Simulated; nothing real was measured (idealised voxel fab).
process module | voxel self aligned vias
cross-section cut | 280 nm wide | cells 5 nm
A cross-section is a grid of square cells, given in bands from the top down. A band is one or more rows of cells.
Each band's line starts with the height of the band's top and of its bottom, in nm. Then come its materials from left to right, each with its width in nm. One material with "throughout" fills the band from edge to edge. "air" is empty space.
Height 0 is the level under which the wafer as received is all one material. The lowest band goes on downwards, as in "0 down".
A width such as "30 to 40" changes by the same amount from each row of cells to the next, from the band's top row to its bottom row.
"no change" after a step means that no cell of the cross-section changed.
closed voids: empty space of 8 cells or more with no open way to the top, each as width x height at its distance from the left edge, in nm
after a step's settings: what the simulator itself notes on the step
overlay nm, on a step with a mask: how far to the right of its planned place the mask lay; to the left if negative
plan
1 op RECEIVE | material Si
2 op CONFORMAL_DEP | material SiO2 | thk nm 10
3 op CONFORMAL_DEP | material SiCN | thk nm 5
4 op DIRECTIONAL_DEP | material SiO2 | thk nm 30
5 op MASKED_ETCH | tone open | mask id LINES | width nm 30 | pitch nm 70 | etch materials SiO2 | depth nm 30 | overlay nm 0
6 op CONFORMAL_DEP | material TiN | thk nm 5
7 op FILL_DEP | material Ru | thk nm 10
8 op CMP | height nm 45
9 op SELECTIVE_ETCH | etch materials W Ru TiN | depth nm 5
10 op FILL_DEP | material SiN | thk nm 5
11 op CMP | height nm 45
12 op DIRECTIONAL_DEP | material SiO2 | thk nm 20
13 op MASKED_ETCH | tone open | mask id VIAS | width nm 50 | etch materials SiO2 | depth nm 20 | overlay nm 0
14 op MASKED_ETCH | tone open | mask id VIAS | width nm 50 | etch materials SiN | depth nm 5 | overlay nm 0
15 op CONFORMAL_DEP | material TiN | thk nm 5
16 op FILL_DEP | material W | thk nm 10
17 op CMP | height nm 65
18 op CONFORMAL_DEP | material SiCN | thk nm 5
first wafer, as planned
as received, after step 1
  0 down: Si throughout
  closed voids: none
after step 2
  10 to 0: SiO2 throughout
  below 0: unchanged
after step 3
  15 to 10: SiCN throughout
  below 10: unchanged
after step 4
  45 to 15: SiO2 throughout
  below 15: unchanged
after step 5
  45 to 15: SiO2 90 | air 30 | SiO2 40 | air 30 | SiO2 90
  below 15: unchanged
after step 6
  50 to 45: TiN 95 | air 20 | TiN 50 | air 20 | TiN 95
  45 to 20: SiO2 90 | TiN 5 | air 20 | TiN 5 | SiO2 40 | TiN 5 | air 20 | TiN 5 | SiO2 90
  20 to 15: SiO2 90 | TiN 30 | SiO2 40 | TiN 30 | SiO2 90
  below 15: unchanged
after step 7
  60 to 50: Ru throughout
  50 to 45: TiN 95 | Ru 20 | TiN 50 | Ru 20 | TiN 95
  45 to 20: SiO2 90 | TiN 5 | Ru 20 | TiN 5 | SiO2 40 | TiN 5 | Ru 20 | TiN 5 | SiO2 90
  below 20: unchanged
after step 8
  45 to 20: SiO2 90 | TiN 5 | Ru 20 | TiN 5 | SiO2 40 | TiN 5 | Ru 20 | TiN 5 | SiO2 90
  below 20: unchanged
after step 9
  45 to 40: SiO2 90 | air 30 | SiO2 40 | air 30 | SiO2 90
  below 40: unchanged
after step 10
  50 to 45: SiN throughout
  45 to 40: SiO2 90 | SiN 30 | SiO2 40 | SiN 30 | SiO2 90
  below 40: unchanged
after step 11
  45 to 40: SiO2 90 | SiN 30 | SiO2 40 | SiN 30 | SiO2 90
  below 40: unchanged
after step 12
  65 to 45: SiO2 throughout
  below 45: unchanged
after step 13
  65 to 45: SiO2 80 | air 50 | SiO2 150
  below 45: unchanged
after step 14
  65 to 45: SiO2 80 | air 50 | SiO2 150
  45 to 40: SiO2 90 | air 30 | SiO2 40 | SiN 30 | SiO2 90
  below 40: unchanged
after step 15
  70 to 65: TiN 85 | air 40 | TiN 155
  65 to 50: SiO2 80 | TiN 5 | air 40 | TiN 5 | SiO2 150
  50 to 45: SiO2 80 | TiN 15 | air 20 | TiN 15 | SiO2 150
  45 to 40: SiO2 90 | TiN 30 | SiO2 40 | SiN 30 | SiO2 90
  below 40: unchanged
after step 16
  80 to 70: W throughout
  70 to 65: TiN 85 | W 40 | TiN 155
  65 to 50: SiO2 80 | TiN 5 | W 40 | TiN 5 | SiO2 150
  50 to 45: SiO2 80 | TiN 15 | W 20 | TiN 15 | SiO2 150
  below 45: unchanged
after step 17
  65 to 50: SiO2 80 | TiN 5 | W 40 | TiN 5 | SiO2 150
  below 50: unchanged
after step 18
  70 to 65: SiCN throughout
  below 65: unchanged
second wafer: like start, like plan, one mistake. Through step 1 it matches the first wafer
when step 2 should have ended
  5 to 0: SiCN throughout
  below 0: unchanged
when step 3 should have ended
  15 to 5: SiO2 throughout
  below 5: unchanged
when step 4 should have ended
  45 to 5: SiO2 throughout
  below 5: unchanged
when step 5 should have ended
  45 to 15: SiO2 90 | air 30 | SiO2 40 | air 30 | SiO2 90
  below 15: unchanged
when step 6 should have ended
  50 to 45: TiN 95 | air 20 | TiN 50 | air 20 | TiN 95
  45 to 20: SiO2 90 | TiN 5 | air 20 | TiN 5 | SiO2 40 | TiN 5 | air 20 | TiN 5 | SiO2 90
  20 to 15: SiO2 90 | TiN 30 | SiO2 40 | TiN 30 | SiO2 90
  below 15: unchanged
when step 7 should have ended
  60 to 50: Ru throughout
  50 to 45: TiN 95 | Ru 20 | TiN 50 | Ru 20 | TiN 95
  45 to 20: SiO2 90 | TiN 5 | Ru 20 | TiN 5 | SiO2 40 | TiN 5 | Ru 20 | TiN 5 | SiO2 90
  below 20: unchanged
when step 8 should have ended
  45 to 20: SiO2 90 | TiN 5 | Ru 20 | TiN 5 | SiO2 40 | TiN 5 | Ru 20 | TiN 5 | SiO2 90
  below 20: unchanged
when step 9 should have ended
  45 to 40: SiO2 90 | air 30 | SiO2 40 | air 30 | SiO2 90
  below 40: unchanged
when step 10 should have ended
  50 to 45: SiN throughout
  45 to 40: SiO2 90 | SiN 30 | SiO2 40 | SiN 30 | SiO2 90
  below 40: unchanged
when step 11 should have ended
  45 to 40: SiO2 90 | SiN 30 | SiO2 40 | SiN 30 | SiO2 90
  below 40: unchanged
when step 12 should have ended
  65 to 45: SiO2 throughout
  below 45: unchanged
when step 13 should have ended
  65 to 45: SiO2 80 | air 50 | SiO2 150
  below 45: unchanged
when step 14 should have ended
  65 to 45: SiO2 80 | air 50 | SiO2 150
  45 to 40: SiO2 90 | air 30 | SiO2 40 | SiN 30 | SiO2 90
  below 40: unchanged
when step 15 should have ended
  70 to 65: TiN 85 | air 40 | TiN 155
  65 to 50: SiO2 80 | TiN 5 | air 40 | TiN 5 | SiO2 150
  50 to 45: SiO2 80 | TiN 15 | air 20 | TiN 15 | SiO2 150
  45 to 40: SiO2 90 | TiN 30 | SiO2 40 | SiN 30 | SiO2 90
  below 40: unchanged
when step 16 should have ended
  80 to 70: W throughout
  70 to 65: TiN 85 | W 40 | TiN 155
  65 to 50: SiO2 80 | TiN 5 | W 40 | TiN 5 | SiO2 150
  50 to 45: SiO2 80 | TiN 15 | W 20 | TiN 15 | SiO2 150
  below 45: unchanged
when step 17 should have ended
  65 to 50: SiO2 80 | TiN 5 | W 40 | TiN 5 | SiO2 150
  below 50: unchanged
when step 18 should have ended
  70 to 65: SiCN throughout
  below 65: unchanged
what went wrong: steps 2 and 3 were swapped
at the end the second wafer has, in cells: as many of each material as the first, in other places
